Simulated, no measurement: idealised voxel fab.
Title: Process Module voxel transistor to metal
The width of the displayed cross-section, cut, is 195 nm; its cells are square, with a size of 5 nm.
The cross-sections in this document take the form of a grid made of square cells. They are written out as bands, in order from top to bottom. Each band consists of one or more rows of cells. Top height, bottom height, nm. Materials left to right, width each, nm. Single material + "edge to edge" = fills band edge to edge. "empty" = empty. Ref level 0: as-received wafer is one material below here. Bottom band extends down with no lower bound ("0 down"). Quick explanation for "30->40": the width changes in equal steps down the rows of cells, from the first number in the band's top row to the second number in its bottom row. It should be understood that the words "no modifications", when stated for a given step, signify that the cross-section underwent no change in any of its cells during that step. Closed-off voids of 8+ cells (no open route to the top) go in "Closed void table", written width x height at distance from the left edge, in nm. It should be noted that, on the line of a given step, the content following the step's settings is a remark produced by the simulator itself with respect to that step. Steps that use a mask can have "overlay nm" on their line. It says how far the mask sat to the right of where it was meant to be. Negative means to the left.
### Steps in the process plan
1) op RECEIVE | material Si
2) op OXIDIZE | depth nm 5
3) op CONFORMAL_DEP | material SiN | thk nm 15
4) op MASKED_ETCH | tone cover | mask id ACTIVE | width nm 105 | etch materials SiN | depth nm 15 | overlay nm 0
5) op MASKED_ETCH | tone cover | mask id ACTIVE | width nm 105 | etch materials SiO2 | depth nm 5 | overlay nm 0
6) op MASKED_ETCH | tone cover | mask id ACTIVE | width nm 105 | etch materials Si | depth nm 25 | overlay nm 0
7) op FILL_DEP | material SiO2 | thk nm 15
8) op CMP | height nm 15
9) op SELECTIVE_ETCH | etch materials SiO2 | depth nm 5
10) op STRIP | etch materials SiN
11) op SELECTIVE_ETCH | etch materials SiO2 | depth nm 5
12) op OXIDIZE | depth nm 5
13) op DIRECTIONAL_DEP | material polySi | thk nm 25
14) op DIRECTIONAL_DEP | material SiCN | thk nm 10
15) op MASKED_ETCH | tone cover | mask id GATE | width nm 15 | etch materials SiCN | depth nm 20 | overlay nm 0
16) op MASKED_ETCH | tone cover | mask id GATE | width nm 15 | etch materials polySi | depth nm 35 | overlay nm 0
17) op CONFORMAL_DEP | material SiO2 | thk nm 5
18) op DIRECTIONAL_ETCH | etch materials SiO2 | depth nm 5
19) op CONFORMAL_DEP | material SiN | thk nm 5
20) op DIRECTIONAL_ETCH | etch materials SiN | depth nm 5
21) op DIRECTIONAL_ETCH | etch materials SiO2 | depth nm 5
22) op DIRECTIONAL_ETCH | etch materials Si | depth nm 5
23) op EPI | material SiGe | thk nm 10
24) op FILL_DEP | material SiO2 | thk nm 5
25) op CMP | height nm 30
26) op DIRECTIONAL_DEP | material SiO2 | thk nm 10
27) op DIRECTIONAL_DEP | material aC | thk nm 15
28) op PATTERN | tone open | mask id CONTACT | material resist | width nm 35 | pitch nm 60 | thk nm 35 | overlay nm 0
29) op DIRECTIONAL_ETCH | etch materials aC | depth nm 15
30) op STRIP | etch materials resist
31) op DIRECTIONAL_ETCH | etch materials SiO2 | depth nm 45
32) op STRIP | etch materials aC
33) op CONFORMAL_DEP | material TiN | thk nm 5
34) op FILL_DEP | material Ru | thk nm 10
35) op CMP | height nm 40
36) op CONFORMAL_DEP | material SiN | thk nm 5
37) op DIRECTIONAL_DEP | material lowk | thk nm 25
38) op MASKED_ETCH | tone open | mask id METAL_1 | width nm 20 | pitch nm 75 | etch materials lowk | depth nm 25 | overlay nm 0
39) op MASKED_ETCH | tone open | mask id METAL_1 | width nm 20 | pitch nm 75 | etch materials SiN | depth nm 5 | overlay nm 0
40) op CONFORMAL_DEP | material TiN | thk nm 5
41) op FILL_DEP | material W | thk nm 10
42) op CMP | height nm 70
43) op CONFORMAL_DEP | material SiCN | thk nm 5
### Step 1 complete: cross-section of the wafer as received
    0 down  Si edge to edge
    Closed void table: none
### Figure: cross-sectional view of the wafer upon completion of the module, processed from the initial state and according to the plan depicted above, with one error introduced during execution
    75 to 70  SiCN edge to edge
    70 to 45  lowk: 50; TiN: 5; W: 10; TiN: 5; lowk: 55; TiN: 5; W: 10; TiN: 5; lowk: 50
    45 to 40  SiN: 50; TiN: 20; SiN: 55; TiN: 20; SiN: 50
    40 to 30  SiO2: 50; TiN: 5; Ru: 25->20; TiN: 5->10; SiO2: 25; TiN: 5->10; Ru: 25->20; TiN: 5; SiO2: 50
    30 to 20  SiO2: 50; TiN: 5; Ru: 20; TiN: 5; SiN: 5; SiO2: 5; SiCN: 15; SiO2: 5; SiN: 5; TiN: 5; Ru: 20; TiN: 5; SiO2: 50
    20 to 10  SiO2: 50; TiN: 5; Ru: 20; TiN: 5; SiN: 5; SiO2: 5; polySi: 15; SiO2: 5; SiN: 5; TiN: 5; Ru: 20; TiN: 5; SiO2: 50
    10 to 5  SiO2: 50; TiN: 10; Ru: 15; TiN: 5; SiN: 5; SiO2: 5; polySi: 15; SiO2: 5; SiN: 5; TiN: 5; Ru: 15; TiN: 10; SiO2: 50
    5 to 0  SiO2: 50; SiN: 5; TiN: 25; SiN: 5; SiO2: 5; polySi: 15; SiO2: 5; SiN: 5; TiN: 25; SiN: 5; SiO2: 50
    0 to -5  SiO2: 50; SiN: 5; SiGe: 10; TiN: 5; SiGe: 10; SiN: 5; SiO2: 5; polySi: 15; SiO2: 5; SiN: 5; SiGe: 10; TiN: 5; SiGe: 10; SiN: 5; SiO2: 50
    -5 to -10  SiO2: 55; SiGe: 25; SiO2: 35; SiGe: 25; SiO2: 55
    -10 to -15  SiO2: 45; Si: 10; SiGe: 25; Si: 35; SiGe: 25; Si: 10; SiO2: 45
    -15 to -30  SiO2: 45; Si: 105; SiO2: 45
    -30 down  Si edge to edge
    Closed void table: none
Finding, execution versus plan: it should be noted that step 4 was executed with settings other than those planned, the operation and settings actually applied being op MASKED_ETCH | tone cover | mask id ACTIVE | width nm 95 | etch materials SiN | depth nm 15 | overlay nm 0
